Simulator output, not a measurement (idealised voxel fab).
Process module in this document: voxel fin reveal
Each square cell in cross-section cut measures 5 nm, and the section as a whole is 180 nm wide.
Cross-section spec: square-cell grid; bands listed top down; each band is one or more rows.
Per band: top height and bottom height in nm, followed by the left-to-right materials and their widths in nm; "everywhere" marks a single material spanning edge to edge, "blank" marks empty space.
Height 0 is the level under which the wafer as received is all one material. The lowest band goes on downwards, as in "z 0 and below".
When a width is written as two numbers, as in "30->40", the first number is the width in the top row of cells of the band and the second is the width in its bottom row, and the width changes by the same amount from each row to the next.
Where a step carries "same as before", the cross-section came out of it unchanged, cell for cell.
Look at "Cavities, sealed" for the closed voids: empty spaces with no open path to the top, sized 8 cells or up. Each is width x height at distance, distance from the left edge, all nm.
Anything after a step's settings on that line? It's the simulator's own note about the step.
The line of a step may include "overlay nm". On a step with a mask, this value is how far to the right of its planned place the mask lay. A negative value means the mask lay to the left.
These are the steps we planned for the process:
1) op RECEIVE | material Si
2) op CONFORMAL_DEP | material SiN | thk nm 10
3) op DIRECTIONAL_DEP | material aC | thk nm 10
4) op PATTERN | tone cover | mask id FINS | material resist | width nm 15 | pitch nm 35 | thk nm 30 | overlay nm 0
5) op DIRECTIONAL_ETCH | etch materials aC | depth nm 10
6) op STRIP | etch materials resist
7) op DIRECTIONAL_ETCH | etch materials SiN | depth nm 10
8) op DIRECTIONAL_ETCH | etch materials Si | depth nm 40
9) op STRIP | etch materials aC
10) op FILL_DEP | material SiO2 | thk nm 5
11) op CMP | height nm 10
12) op SELECTIVE_ETCH | etch materials SiO2 | depth nm 25
13) op STRIP | etch materials SiN
14) op CONFORMAL_DEP | material SiO2 | thk nm 5
This is the cross-section of the wafer as we received it, i.e. after step 1:
  z 0 and below  Si everywhere
  Cavities, sealed: none
The cross-section shown corresponds to the wafer at the conclusion of the module. The initial structure and the process plan are those presented above; however, one mistake occurred in executing the plan:
  z 5 to 0  SiO2 50 nm / blank 5 nm / SiO2 30 nm / blank 5 nm / SiO2 30 nm / blank 5 nm / SiO2 55 nm
  z 0 to -10  Si 45 nm / SiO2 5 nm / blank 5 nm / SiO2 5 nm / Si 20 nm / SiO2 5 nm / blank 5 nm / SiO2 5 nm / Si 20 nm / SiO2 5 nm / blank 5 nm / SiO2 5 nm / Si 50 nm
  z -10 to -40  Si 45 nm / SiO2 15 nm / Si 20 nm / SiO2 15 nm / Si 20 nm / SiO2 15 nm / Si 50 nm
  z -40 and below  Si everywhere
  Cavities, sealed: none
Nonconformance to the process plan: step 4 did not happen as planned, as run it was op PATTERN | tone open | mask id FINS | material resist | width nm 15 | pitch nm 35 | thk nm 30 | overlay nm 0
